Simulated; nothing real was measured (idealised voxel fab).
The following process module bears the name voxel wiring stack.
cross-section cut | 170 nm wide | cells 5 nm
When this document writes out a cross-section, it uses a grid of square cells and lists it as bands, beginning at the top and moving down, with a band standing for one or more rows of cells.
Band entry format. Leading values: height of top, height of bottom, nm. Remainder: materials in left-to-right order, each with its width in nm. Special words: "everywhere" on a single material, which then fills the band edge to edge; "empty", empty space.
Zero point of the height axis is 0; under it, received wafer = one material. Lowest band: continues down indefinitely, "from 0 down".
You'd read "30 to 40" like this: the band's top row of cells is as wide as the first number, its bottom row is as wide as the second, and going down, every row changes width by the same amount as the row before did.
When a step is marked "remained the same", none of the cells in the cross-section changed during that step.
Entry "Listed closed voids". Content: empty spaces with no open connection to the top, size 8 cells or greater. Each: width x height at distance. Distance: from left edge. Unit: nm.
The remark found on a step's line after its settings is issued by the simulator itself and pertains to that step.
overlay nm, on a step with a mask: how far to the right of its planned place the mask lay; to the left if negative
BELOW IS THE LIST OF PLANNED PROCESS STEPS
1,RECEIVE: material Si
2,CONFORMAL_DEP: material SiO2, thk nm 10
3,DIRECTIONAL_DEP: material TiN, thk nm 5
4,DIRECTIONAL_DEP: material Ru, thk nm 25
5,PATTERN: tone cover, mask id METAL_1, material resist, width nm 20, pitch nm 45, thk nm 20, overlay nm 0
6,DIRECTIONAL_ETCH: etch materials Ru, depth nm 25
7,DIRECTIONAL_ETCH: etch materials TiN, depth nm 5
8,STRIP: etch materials resist
9,CONFORMAL_DEP: material SiN, thk nm 5
10,FILL_DEP: material lowk, thk nm 10
11,CMP: height nm 40
12,CONFORMAL_DEP: material SiCN, thk nm 5
13,DIRECTIONAL_DEP: material SiO2, thk nm 10
14,DIRECTIONAL_DEP: material aC, thk nm 10
15,PATTERN: tone open, mask id PLUG_1, material resist, width nm 15, pitch nm 45, thk nm 30, overlay nm 0
16,DIRECTIONAL_ETCH: etch materials aC, depth nm 10
17,STRIP: etch materials resist
18,DIRECTIONAL_ETCH: etch materials SiO2, depth nm 10
19,DIRECTIONAL_ETCH: etch materials SiCN, depth nm 5
20,STRIP: etch materials aC
21,CONFORMAL_DEP: material TiN, thk nm 5
22,FILL_DEP: material Cu, thk nm 5
23,CMP: height nm 55
24,DIRECTIONAL_DEP: material TiN, thk nm 5
25,DIRECTIONAL_DEP: material Ru, thk nm 20
26,PATTERN: tone cover, mask id METAL_2, material resist, width nm 20, pitch nm 45, thk nm 15, overlay nm 0
27,DIRECTIONAL_ETCH: etch materials Ru, depth nm 20
28,DIRECTIONAL_ETCH: etch materials TiN, depth nm 5
29,STRIP: etch materials resist
30,FILL_DEP: material lowk, thk nm 5
31,CMP: height nm 80
32,CONFORMAL_DEP: material SiCN, thk nm 5
SHOWN IN CROSS-SECTION IS THE WAFER AS RECEIVED, THAT IS, AS IT STANDS AFTER STEP 1
> from 0 down: Si everywhere
> Listed closed voids: none
FINAL WAFER PROFILE IN CROSS-SECTION AFTER THE MODULE, FROM THE SAME START AND PLAN AS ABOVE, WITH ONE MISTAKE MADE DURING PROCESSING
> from 85 to 80: SiCN everywhere
> from 80 to 60: Ru 50 nm | lowk 20 nm | Ru 25 nm | lowk 20 nm | Ru 55 nm
> from 60 to 55: TiN 50 nm | lowk 20 nm | TiN 25 nm | lowk 20 nm | TiN 55 nm
> from 55 to 45: SiO2 50 nm | TiN 5 nm | Cu 5 nm | TiN 5 nm | SiO2 30 nm | TiN 5 nm | Cu 5 nm | TiN 5 nm | SiO2 60 nm
> from 45 to 40: SiCN 50 nm | TiN 15 nm | SiCN 30 nm | TiN 15 nm | SiCN 60 nm
> from 40 to 15: lowk 45 nm | SiN 5 nm | Ru 20 nm | SiN 5 nm | lowk 15 nm | SiN 5 nm | Ru 20 nm | SiN 5 nm | lowk 50 nm
> from 15 to 10: SiN 50 nm | TiN 20 nm | SiN 25 nm | TiN 20 nm | SiN 55 nm
> from 10 to 0: SiO2 everywhere
> from 0 down: Si everywhere
> Listed closed voids: none
what went wrong: step 26 was run on a setting that differed from the plan, and what really ran there is PATTERN: tone open, mask id METAL_2, material resist, width nm 20, pitch nm 45, thk nm 15, overlay nm 0
